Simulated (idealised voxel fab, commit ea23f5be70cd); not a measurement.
Presented below is a process module, voxel self aligned contacts.
In the cross-section labelled cut, the width is 255 nm and each square cell is 5 nm.
Just so we're on the same page, the cross-sections are grids of square cells, and they're listed out in bands top to bottom, each band one or more rows deep. Read a band's entry like this: the first values are the height of its top and the height of its bottom in nm, and what follows is the sequence of materials from left to right, each with its width in nm. Note that "air" is empty space, and that a single material marked "edge to edge" reaches across the band from edge to edge. Where do heights start? At 0: under that level the wafer as delivered is made of one material only. And the lowest band has no floor; it just carries on downward, as in "0 -> down". Read "30->40" as a graded width: first number on top, second number at the bottom, same change between each pair of neighbouring rows. "all unchanged", as given for a step, is the statement that not any cell of the cross-section underwent a change during that step. "Fully sealed voids" contains a list of empty spaces, each no smaller than 8 cells and without an open way to the top, written in the form width x height at distance with the distance from the left edge and all three in nm. Whatever follows a step's settings on its line is a remark the simulator itself makes about that step. The "overlay nm" setting may appear on a step's line; for a step that uses a mask, it gives how far to the right of its planned position the mask lay, and a negative value indicates the left.
[The steps planned for the process are as follows]
1) RECEIVE with material Si
2) OXIDIZE with depth nm 5
3) DIRECTIONAL_DEP with material polySi, thk nm 30
4) DIRECTIONAL_DEP with material SiN, thk nm 25
5) DIRECTIONAL_DEP with material aC, thk nm 10
6) PATTERN with tone cover, mask id GATE, material resist, width nm 30, pitch nm 75, thk nm 30, overlay nm 0
7) DIRECTIONAL_ETCH with etch materials aC, depth nm 10
8) STRIP with etch materials resist
9) DIRECTIONAL_ETCH with etch materials SiN, depth nm 25
10) DIRECTIONAL_ETCH with etch materials polySi, depth nm 30
11) STRIP with etch materials aC
12) CONFORMAL_DEP with material SiN, thk nm 10
13) DIRECTIONAL_ETCH with etch materials SiN, depth nm 10
14) FILL_DEP with material SiO2, thk nm 15
15) CMP with height nm 60
16) MASKED_ETCH with tone open, mask id CONTACT, width nm 55, etch materials SiO2, depth nm 65, overlay nm 0
17) CONFORMAL_DEP with material TiN, thk nm 5
18) FILL_DEP with material W, thk nm 5
19) CMP with height nm 60
20) CONFORMAL_DEP with material SiCN, thk nm 5
[This is the cross-section of the wafer as we received it, i.e. after step 1]
* 0 -> down | Si edge to edge
* Fully sealed voids: none
[Looking at the first of two wafers in cross-section at end of module - ran to plan]
* 65 -> 60 | SiCN edge to edge
* 60 -> 55 | 100 SiO2 / 20 TiN / 15 W / 20 TiN / 100 SiO2
* 55 -> 30 | 65 SiO2 / 50 SiN / 5 TiN / 15 W / 5 TiN / 50 SiN / 65 SiO2
* 30 -> 0 | 65 SiO2 / 10 SiN / 30 polySi / 10 SiN / 5 TiN / 15 W / 5 TiN / 10 SiN / 30 polySi / 10 SiN / 65 SiO2
* 0 -> -5 | 115 SiO2 / 25 TiN / 115 SiO2
* -5 -> down | Si edge to edge
* Fully sealed voids: none
[Now the second wafer, cross-sectioned at the end of the module. Nothing different at the start, nothing different in the plan compared with the first, just one mistake when it was actually run]
* 65 -> 60 | SiCN edge to edge
* 60 -> 55 | 110 SiO2 / 10 TiN / 15 W / 30 TiN / 90 SiO2
* 55 -> 30 | 65 SiO2 / 50 SiN / 5 TiN / 15 W / 5 TiN / 50 SiN / 65 SiO2
* 30 -> 0 | 65 SiO2 / 10 SiN / 30 polySi / 10 SiN / 5 TiN / 15 W / 5 TiN / 10 SiN / 30 polySi / 10 SiN / 65 SiO2
* 0 -> -5 | 115 SiO2 / 25 TiN / 115 SiO2
* -5 -> down | Si edge to edge
* Fully sealed voids: none
So what did we get wrong on this run? contrary to plan, step 16 was performed as MASKED_ETCH with tone open, mask id CONTACT, width nm 55, etch materials SiO2, depth nm 65, overlay nm 10
In the final comparison it is observed that the number of cells assigned to each material is identical for the two wafers, whereas their placement is not.
